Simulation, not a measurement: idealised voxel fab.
Module name: voxel double patterning (process module)
Pictured: cross-section cut, 295 nm wide, on a grid of 5 nm square cells.
A cross-section is written here as square cells arranged in a grid, and it is given in bands from the top down, each band taking up one or more rows of cells. Basically the band line says how high the top is and how high the bottom is, in nm, and then what's in it from left to right, every material with its width in nm. Empty space shows up as "blank", and if a single material carries "edge to edge" it runs the full band edge to edge. Where do heights start? At 0: under that level the wafer as delivered is made of one material only. And the lowest band has no floor; it just carries on downward, as in "from 0 down". Graded width ("30 to 40"): value in top row of band = first number; value in bottom row = second number; row-to-row change constant. "no change" means the step left every cell of the cross-section as it was. Reported under the label "Unvented voids" are the empty spaces having no open way to the top and comprising 8 cells or more; the notation for each is width x height at distance, in which the distance is measured from the left edge and all three values are in nm. Note: text after step settings on the step line = simulator remark on that step. "overlay nm" answers the question of how far to the right of plan the mask lay on a step that has a mask, and when it is negative the answer is to the left.

## The process steps that were planned are listed below
1,RECEIVE with material Si
2,CONFORMAL_DEP with material SiN, thk nm 5
3,DIRECTIONAL_DEP with material SiO2, thk nm 10
4,DIRECTIONAL_DEP with material SiCN, thk nm 10
5,MASKED_ETCH with tone open, mask id FIRST, width nm 15, pitch nm 50, etch materials SiCN, depth nm 10, overlay nm 0
6,PATTERN with tone open, mask id SECOND, material resist, width nm 15, thk nm 15, overlay nm 0
7,DIRECTIONAL_ETCH with etch materials SiCN, depth nm 10
8,STRIP with etch materials resist
9,DIRECTIONAL_ETCH with etch materials SiO2, depth nm 10
10,STRIP with etch materials SiCN

## Wafer as received: cross-section following step 1
from 0 down  Si edge to edge
Unvented voids: none

## As-planned run: cross-section of the first of two wafers at end of module
from 15 to 5  SiO2 115 nm; blank 15 nm; SiO2 10 nm; blank 15 nm; SiO2 10 nm; blank 15 nm; SiO2 115 nm
from 5 to 0  SiN edge to edge
from 0 down  Si edge to edge
Unvented voids: none

## Same start, same plan as the first wafer - but one mistake in the run. Cross-section of the second of the two at the end of the module
from 15 to 5  SiO2 115 nm; blank 15 nm; SiO2 10 nm; blank 15 nm; SiO2 10 nm; blank 15 nm; SiO2 115 nm
from 5 to 0  SiO2 edge to edge
from 0 down  Si edge to edge
Unvented voids: none
Here's what went sideways: step 2 ran with different settings than intended, the actual operation and settings being CONFORMAL_DEP with material SiO2, thk nm 5
The second wafer ends with more or fewer cells of some materials than the first, per final count: -59 SiN | +59 SiO2
